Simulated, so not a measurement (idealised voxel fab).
Name of the process module below: voxel quadruple lines
FYI the section here is cut, 255 nm wide, cells are 5 nm squares.
Format of a cross-section: grid, square cells. Given as bands. Order: top down. Band: one or more rows of cells. Per band: top height and bottom height in nm, followed by the left-to-right materials and their widths in nm; "edge to edge" marks a single material spanning edge to edge, "blank" marks empty space. The reference from which all heights are counted is 0, the level beneath which the as-received wafer is entirely one material; the lowest band, having no lower bound, proceeds downward and is written after the example "0 -> down". Graded width ("30->40"): value in top row of band = first number; value in bottom row = second number; row-to-row change constant. The cross-section has no changed cell in any step marked "no modification". Reported under the label "Enclosed internal voids" are the empty spaces having no open way to the top and comprising 8 cells or more; the notation for each is width x height at distance, in which the distance is measured from the left edge and all three values are in nm. Whatever follows a step's settings on its line is a remark the simulator itself makes about that step. On any step carrying a mask, the "overlay nm" setting, if present on the step's line, tells how far right of its planned place the mask lay; negative values point to the left.
### Intended process steps
1. RECEIVE,material Si
2. CONFORMAL_DEP,material Al2O3,thk nm 10
3. DIRECTIONAL_DEP,material W,thk nm 15
4. DIRECTIONAL_DEP,material polySi,thk nm 15
5. DIRECTIONAL_DEP,material aC,thk nm 20
6. PATTERN,tone cover,mask id MANDREL,material resist,width nm 30,thk nm 30,overlay nm 0
7. DIRECTIONAL_ETCH,etch materials aC,depth nm 20
8. STRIP,etch materials resist
9. CONFORMAL_DEP,material SiO2,thk nm 10
10. DIRECTIONAL_ETCH,etch materials SiO2,depth nm 10
11. STRIP,etch materials aC
12. DIRECTIONAL_ETCH,etch materials polySi,depth nm 15
13. STRIP,etch materials SiO2
14. CONFORMAL_DEP,material SiN,thk nm 10
15. DIRECTIONAL_ETCH,etch materials SiN,depth nm 10
16. STRIP,etch materials polySi
17. DIRECTIONAL_ETCH,etch materials W,depth nm 15
18. STRIP,etch materials SiN
### First of two wafers: run as planned
### Cross-section of the wafer at receipt, which is the condition after step 1
    0 -> down  Si edge to edge
    Enclosed internal voids: none
### After step 2, in cross-section
    10 -> 0  Al2O3 edge to edge
    Whatever lies below 0 is exactly as it was before.
### After step 3, in cross-section
    25 -> 10  W edge to edge
    Whatever lies below 10 is exactly as it was before.
### After step 4, in cross-section
    40 -> 25  polySi edge to edge
    Whatever lies below 25 is exactly as it was before.
### After step 5, in cross-section
    60 -> 40  aC edge to edge
    Whatever lies below 40 is exactly as it was before.
### After step 6, in cross-section
    90 -> 60  110 of blank, then 30 of resist, then 115 of blank
    Whatever lies below 60 is exactly as it was before.
### After step 7, in cross-section
    70 -> 60  110 of blank, then 30 of resist, then 115 of blank
    60 -> 40  110 of blank, then 30 of aC, then 115 of blank
    Whatever lies below 40 is exactly as it was before.
### After step 8, in cross-section
    60 -> 40  110 of blank, then 30 of aC, then 115 of blank
    Whatever lies below 40 is exactly as it was before.
### After step 9, in cross-section
    70 -> 60  100 of blank, then 50 of SiO2, then 105 of blank
    60 -> 50  100 of blank, then 10 of SiO2, then 30 of aC, then 10 of SiO2, then 105 of blank
    50 -> 40  110 of SiO2, then 30 of aC, then 115 of SiO2
    Whatever lies below 40 is exactly as it was before.
### After step 10, in cross-section
    60 -> 40  100 of blank, then 10 of SiO2, then 30 of aC, then 10 of SiO2, then 105 of blank
    Whatever lies below 40 is exactly as it was before.
### After step 11, in cross-section
    60 -> 40  100 of blank, then 10 of SiO2, then 30 of blank, then 10 of SiO2, then 105 of blank
    Whatever lies below 40 is exactly as it was before.
### After step 12, in cross-section
    60 -> 40  100 of blank, then 10 of SiO2, then 30 of blank, then 10 of SiO2, then 105 of blank
    40 -> 25  100 of blank, then 10 of polySi, then 30 of blank, then 10 of polySi, then 105 of blank
    Whatever lies below 25 is exactly as it was before.
### After step 13, in cross-section
    40 -> 25  100 of blank, then 10 of polySi, then 30 of blank, then 10 of polySi, then 105 of blank
    Whatever lies below 25 is exactly as it was before.
### After step 14, in cross-section
    50 -> 40  90 of blank, then 30 of SiN, then 10 of blank, then 30 of SiN, then 95 of blank
    40 -> 35  90 of blank, then 10 of SiN, then 10 of polySi, then 10 of SiN, then 10 of blank, then 10 of SiN, then 10 of polySi, then 10 of SiN, then 95 of blank
    35 -> 25  100 of SiN, then 10 of polySi, then 30 of SiN, then 10 of polySi, then 105 of SiN
    Whatever lies below 25 is exactly as it was before.
### After step 15, in cross-section
    40 -> 25  90 of blank, then 10 of SiN, then 10 of polySi, then 10 of SiN, then 10 of blank, then 10 of SiN, then 10 of polySi, then 10 of SiN, then 95 of blank
    Whatever lies below 25 is exactly as it was before.
### After step 16, in cross-section
    40 -> 25  90 of blank, then 10 of SiN, then 10 of blank, then 10 of SiN, then 10 of blank, then 10 of SiN, then 10 of blank, then 10 of SiN, then 95 of blank
    Whatever lies below 25 is exactly as it was before.
### After step 17, in cross-section
    40 -> 25  90 of blank, then 10 of SiN, then 10 of blank, then 10 of SiN, then 10 of blank, then 10 of SiN, then 10 of blank, then 10 of SiN, then 95 of blank
    25 -> 10  90 of blank, then 10 of W, then 10 of blank, then 10 of W, then 10 of blank, then 10 of W, then 10 of blank, then 10 of W, then 95 of blank
    Whatever lies below 10 is exactly as it was before.
### After step 18, in cross-section
    25 -> 10  90 of blank, then 10 of W, then 10 of blank, then 10 of W, then 10 of blank, then 10 of W, then 10 of blank, then 10 of W, then 95 of blank
    Whatever lies below 10 is exactly as it was before.
### Second wafer. Start and plan as for the first. One mistake made in running. Agrees with the first up to and including step 13
### Second wafer shown in cross-section at the time step 14 was slated to end
    50 -> 40  90 of blank, then 30 of SiO2, then 10 of blank, then 30 of SiO2, then 95 of blank
    40 -> 35  90 of blank, then 10 of SiO2, then 10 of polySi, then 10 of SiO2, then 10 of blank, then 10 of SiO2, then 10 of polySi, then 10 of SiO2, then 95 of blank
    35 -> 25  100 of SiO2, then 10 of polySi, then 30 of SiO2, then 10 of polySi, then 105 of SiO2
    Whatever lies below 25 is exactly as it was before.
Second wafer shown in cross-section at the time step 15 was slated to end: no modification
Second wafer shown in cross-section at the time step 16 was slated to end: no modification
Second wafer shown in cross-section at the time step 17 was slated to end: no modification
Second wafer shown in cross-section at the time step 18 was slated to end: no modification
Heads up, the wafer didn't run the way we planned it: step 14 changed vs plan, executed as CONFORMAL_DEP,material SiO2,thk nm 10
Final difference in cells, second wafer against first, listed per material as more or fewer: SiO2: 126 more | W: 129 more | polySi: 12 more
